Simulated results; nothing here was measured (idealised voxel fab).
Process module name: voxel wiring stack
The cross-section on display is named cut; it measures 265 nm wide, and its cells are 5 nm squares.
For the purposes of this document, a cross-section shall be understood as a grid of square cells, specified as bands listed in top-to-bottom order, each band consisting of one or more rows of cells.
Band entry format. Leading values: height of top, height of bottom, nm. Remainder: materials in left-to-right order, each with its width in nm. Special words: "throughout" on a single material, which then fills the band edge to edge; "air", empty space.
It should be noted that heights are counted from 0, beneath which the wafer as supplied is of one material throughout, and that the lowest band possesses no lower boundary but continues downward, as written in "0 and below".
Width: "30 to 40" (first number = top row, second number = bottom row, same change from row to row of cells).
For the purposes of this document, the phrase "same as before" attached to a step denotes that no cell within the cross-section was modified by that step.
In "Closed empty spaces" the enclosed voids are listed, meaning empty spaces of 8 cells or larger without any opening to the top. The form is width x height at distance, distance from the left edge, units nm.
Where a step's line continues beyond its settings, the continuation is a remark by the simulator itself on that step.
The optional step-line setting "overlay nm" applies to steps with a mask and quantifies how far to the right of its planned location the mask lay, a negative value indicating leftward placement.

Below is the list of planned process steps
- 1: RECEIVE with material Si
- 2: CONFORMAL_DEP with material SiO2, thk nm 15
- 3: CONFORMAL_DEP with material SiN, thk nm 5
- 4: DIRECTIONAL_DEP with material lowk, thk nm 15
- 5: PATTERN with tone open, mask id METAL_1, material resist, width nm 25, pitch nm 45, thk nm 15, overlay nm 0
- 6: DIRECTIONAL_ETCH with etch materials lowk, depth nm 15
- 7: DIRECTIONAL_ETCH with etch materials SiN, depth nm 5
- 8: STRIP with etch materials resist
- 9: CONFORMAL_DEP with material TiN, thk nm 5
- 10: FILL_DEP with material Cu, thk nm 5
- 11: CMP with height nm 35
- 12: EPI with material Ru, thk nm 5
- 13: FILL_DEP with material SiCN, thk nm 5
- 14: DIRECTIONAL_DEP with material SiO2, thk nm 10
- 15: MASKED_ETCH with tone open, mask id PLUG_1, width nm 15, pitch nm 90, etch materials SiO2, depth nm 10, overlay nm 0
- 16: MASKED_ETCH with tone open, mask id PLUG_1, width nm 15, pitch nm 90, etch materials SiCN, depth nm 5, overlay nm 0
- 17: EPI with material Ru, thk nm 10
- 18: EPI with material Ru, thk nm 5
- 19: CONFORMAL_DEP with material SiN, thk nm 5
- 20: DIRECTIONAL_DEP with material SiO2, thk nm 20
- 21: MASKED_ETCH with tone open, mask id METAL_2, width nm 25, pitch nm 45, etch materials SiO2, depth nm 20, overlay nm 0
- 22: MASKED_ETCH with tone open, mask id METAL_2, width nm 25, pitch nm 45, etch materials SiN, depth nm 5, overlay nm 0
- 23: CONFORMAL_DEP with material TiN, thk nm 5
- 24: FILL_DEP with material Cu, thk nm 10
- 25: CMP with height nm 80
- 26: CONFORMAL_DEP with material SiCN, thk nm 5
- 27: DIRECTIONAL_DEP with material SiO2, thk nm 25
- 28: DIRECTIONAL_DEP with material aC, thk nm 10
- 29: PATTERN with tone open, mask id METAL_3, material resist, width nm 25, pitch nm 45, thk nm 30, overlay nm 0
- 30: DIRECTIONAL_ETCH with etch materials aC, depth nm 10
- 31: STRIP with etch materials resist
- 32: DIRECTIONAL_ETCH with etch materials SiO2, depth nm 15
- 33: STRIP with etch materials aC
- 34: DIRECTIONAL_DEP with material aC, thk nm 10
- 35: PATTERN with tone open, mask id METAL_3_HOLES, material resist, width nm 15, pitch nm 45, thk nm 30, overlay nm 0
- 36: DIRECTIONAL_ETCH with etch materials aC, depth nm 10
- 37: STRIP with etch materials resist
- 38: DIRECTIONAL_ETCH with etch materials SiO2, depth nm 10
- 39: DIRECTIONAL_ETCH with etch materials SiCN, depth nm 5
- 40: STRIP with etch materials aC
- 41: CONFORMAL_DEP with material TiN, thk nm 5
- 42: FILL_DEP with material Cu, thk nm 10
- 43: CMP with height nm 110
- 44: CONFORMAL_DEP with material SiCN, thk nm 5
- 45: DIRECTIONAL_DEP with material SiO2, thk nm 30
- 46: DIRECTIONAL_DEP with material aC, thk nm 10
- 47: PATTERN with tone open, mask id METAL_4_HOLES, material resist, width nm 15, pitch nm 90, thk nm 25, overlay nm 0
- 48: DIRECTIONAL_ETCH with etch materials aC, depth nm 10
- 49: STRIP with etch materials resist
- 50: DIRECTIONAL_ETCH with etch materials SiO2, depth nm 30
- 51: STRIP with etch materials aC
- 52: MASKED_ETCH with tone open, mask id METAL_4, width nm 25, pitch nm 45, etch materials SiO2, depth nm 20, overlay nm 0
- 53: MASKED_ETCH with tone open, mask id METAL_4, width nm 25, pitch nm 45, etch materials SiCN, depth nm 5, overlay nm 0
- 54: CONFORMAL_DEP with material TiN, thk nm 5
- 55: FILL_DEP with material Ru, thk nm 10
- 56: CMP with height nm 145
- 57: CONFORMAL_DEP with material SiCN, thk nm 5

Incoming wafer in cross-section (state: after step 1)
	0 and below: Si throughout
	Closed empty spaces: none

Post-module cross-section of the first of two wafers (run per plan)
	150 down to 145: SiCN throughout
	145 down to 130: SiO2 50 nm / TiN 5 nm / Ru 15 nm / TiN 5 nm / SiO2 20 nm / TiN 5 nm / Ru 15 nm / TiN 5 nm / SiO2 20 nm / TiN 5 nm / Ru 15 nm / TiN 5 nm / SiO2 20 nm / TiN 5 nm / Ru 15 nm / TiN 5 nm / SiO2 55 nm
	130 down to 125: SiO2 50 nm / TiN 5 nm / Ru 5 nm / TiN 15 nm / SiO2 20 nm / TiN 25 nm / SiO2 20 nm / TiN 5 nm / Ru 5 nm / TiN 15 nm / SiO2 20 nm / TiN 25 nm / SiO2 55 nm
	125 down to 115: SiO2 50 nm / TiN 5 nm / Ru 5 nm / TiN 5 nm / SiO2 75 nm / TiN 5 nm / Ru 5 nm / TiN 5 nm / SiO2 110 nm
	115 down to 110: SiCN 50 nm / TiN 15 nm / SiCN 75 nm / TiN 15 nm / SiCN 110 nm
	110 down to 100: SiO2 50 nm / TiN 5 nm / Cu 15 nm / TiN 5 nm / SiO2 20 nm / TiN 5 nm / Cu 15 nm / TiN 5 nm / SiO2 20 nm / TiN 5 nm / Cu 15 nm / TiN 5 nm / SiO2 20 nm / TiN 5 nm / Cu 15 nm / TiN 5 nm / SiO2 55 nm
	100 down to 95: SiO2 50 nm / TiN 5 nm / Cu 5 nm / TiN 15 nm / SiO2 20 nm / TiN 5 nm / Cu 5 nm / TiN 15 nm / SiO2 20 nm / TiN 5 nm / Cu 5 nm / TiN 15 nm / SiO2 20 nm / TiN 5 nm / Cu 5 nm / TiN 15 nm / SiO2 55 nm
	95 down to 85: SiO2 50 nm / TiN 5 nm / Cu 5 nm / TiN 5 nm / SiO2 30 nm / TiN 5 nm / Cu 5 nm / TiN 5 nm / SiO2 30 nm / TiN 5 nm / Cu 5 nm / TiN 5 nm / SiO2 30 nm / TiN 5 nm / Cu 5 nm / TiN 5 nm / SiO2 65 nm
	85 down to 80: SiCN 50 nm / TiN 15 nm / SiCN 30 nm / TiN 15 nm / SiCN 30 nm / TiN 15 nm / SiCN 30 nm / TiN 15 nm / SiCN 65 nm
	80 down to 60: SiO2 50 nm / TiN 5 nm / Cu 15 nm / TiN 5 nm / SiO2 20 nm / TiN 5 nm / Cu 15 nm / TiN 5 nm / SiO2 20 nm / TiN 5 nm / Cu 15 nm / TiN 5 nm / SiO2 20 nm / TiN 5 nm / Cu 15 nm / TiN 5 nm / SiO2 55 nm
	60 down to 55: SiN 50 nm / TiN 25 nm / SiN 20 nm / TiN 25 nm / SiN 20 nm / TiN 25 nm / SiN 20 nm / TiN 25 nm / SiN 55 nm
	55 down to 45: SiO2 50 nm / Ru 15 nm / SiO2 75 nm / Ru 15 nm / SiO2 110 nm
	45 down to 40: SiCN 50 nm / Ru 15 nm / SiCN 75 nm / Ru 15 nm / SiCN 110 nm
	40 down to 35: SiCN 45 nm / Ru 35 nm / SiCN 10 nm / Ru 35 nm / SiCN 10 nm / Ru 35 nm / SiCN 10 nm / Ru 35 nm / SiCN 50 nm
	35 down to 20: lowk 50 nm / TiN 5 nm / Cu 15 nm / TiN 5 nm / lowk 20 nm / TiN 5 nm / Cu 15 nm / TiN 5 nm / lowk 20 nm / TiN 5 nm / Cu 15 nm / TiN 5 nm / lowk 20 nm / TiN 5 nm / Cu 15 nm / TiN 5 nm / lowk 55 nm
	20 down to 15: SiN 50 nm / TiN 25 nm / SiN 20 nm / TiN 25 nm / SiN 20 nm / TiN 25 nm / SiN 20 nm / TiN 25 nm / SiN 55 nm
	15 down to 0: SiO2 throughout
	0 and below: Si throughout
	Closed empty spaces: none

So this is wafer number two of the two, cut at the end of the module - it started where the first did and had the same plan, we just got one thing wrong running it
	150 down to 145: SiCN throughout
	145 down to 140: TiN 55 nm / Ru 15 nm / TiN 30 nm / Ru 15 nm / TiN 30 nm / Ru 15 nm / TiN 30 nm / Ru 15 nm / TiN 60 nm
	140 down to 125: SiO2 50 nm / TiN 5 nm / Ru 15 nm / TiN 5 nm / SiO2 20 nm / TiN 5 nm / Ru 15 nm / TiN 5 nm / SiO2 20 nm / TiN 5 nm / Ru 15 nm / TiN 5 nm / SiO2 20 nm / TiN 5 nm / Ru 15 nm / TiN 5 nm / SiO2 55 nm
	125 down to 120: SiO2 50 nm / TiN 5 nm / Ru 5 nm / TiN 15 nm / SiO2 20 nm / TiN 25 nm / SiO2 20 nm / TiN 5 nm / Ru 5 nm / TiN 15 nm / SiO2 20 nm / TiN 25 nm / SiO2 55 nm
	120 down to 110: SiO2 50 nm / TiN 5 nm / Ru 5 nm / TiN 5 nm / SiO2 75 nm / TiN 5 nm / Ru 5 nm / TiN 5 nm / SiO2 110 nm
	110 down to 105: SiCN 50 nm / TiN 15 nm / SiCN 75 nm / TiN 15 nm / SiCN 110 nm
	105 down to 95: SiO2 50 nm / TiN 5 nm / Cu 15 to 5 nm / TiN 5 to 15 nm / SiO2 20 nm / TiN 5 nm / Cu 15 to 5 nm / TiN 5 to 15 nm / SiO2 20 nm / TiN 5 nm / Cu 15 to 5 nm / TiN 5 to 15 nm / SiO2 20 nm / TiN 5 nm / Cu 15 to 5 nm / TiN 5 to 15 nm / SiO2 55 nm
	95 down to 85: SiO2 50 nm / TiN 5 nm / Cu 5 nm / TiN 5 nm / SiO2 30 nm / TiN 5 nm / Cu 5 nm / TiN 5 nm / SiO2 30 nm / TiN 5 nm / Cu 5 nm / TiN 5 nm / SiO2 30 nm / TiN 5 nm / Cu 5 nm / TiN 5 nm / SiO2 65 nm
	85 down to 80: SiCN 50 nm / TiN 15 nm / SiCN 30 nm / TiN 15 nm / SiCN 30 nm / TiN 15 nm / SiCN 30 nm / TiN 15 nm / SiCN 65 nm
	80 down to 60: SiO2 50 nm / TiN 5 nm / Cu 15 nm / TiN 5 nm / SiO2 20 nm / TiN 5 nm / Cu 15 nm / TiN 5 nm / SiO2 20 nm / TiN 5 nm / Cu 15 nm / TiN 5 nm / SiO2 20 nm / TiN 5 nm / Cu 15 nm / TiN 5 nm / SiO2 55 nm
	60 down to 55: SiN 50 nm / TiN 25 nm / SiN 20 nm / TiN 25 nm / SiN 20 nm / TiN 25 nm / SiN 20 nm / TiN 25 nm / SiN 55 nm
	55 down to 45: SiO2 50 nm / Ru 15 nm / SiO2 75 nm / Ru 15 nm / SiO2 110 nm
	45 down to 40: SiCN 50 nm / Ru 15 nm / SiCN 75 nm / Ru 15 nm / SiCN 110 nm
	40 down to 35: SiCN 45 nm / Ru 35 nm / SiCN 10 nm / Ru 35 nm / SiCN 10 nm / Ru 35 nm / SiCN 10 nm / Ru 35 nm / SiCN 50 nm
	35 down to 20: lowk 50 nm / TiN 5 nm / Cu 15 nm / TiN 5 nm / lowk 20 nm / TiN 5 nm / Cu 15 nm / TiN 5 nm / lowk 20 nm / TiN 5 nm / Cu 15 nm / TiN 5 nm / lowk 20 nm / TiN 5 nm / Cu 15 nm / TiN 5 nm / lowk 55 nm
	20 down to 15: SiN 50 nm / TiN 25 nm / SiN 20 nm / TiN 25 nm / SiN 20 nm / TiN 25 nm / SiN 20 nm / TiN 25 nm / SiN 55 nm
	15 down to 0: SiO2 throughout
	0 and below: Si throughout
	Closed empty spaces: none
The mistake made against the process plan was this: planned and actual differ for step 43; actual: CMP with height nm 105
Per the end-of-run cell counts, the second wafer holds more or fewer of some materials than the first: 12 fewer of Cu; 12 more of Ru; 33 fewer of SiO2; 33 more of TiN
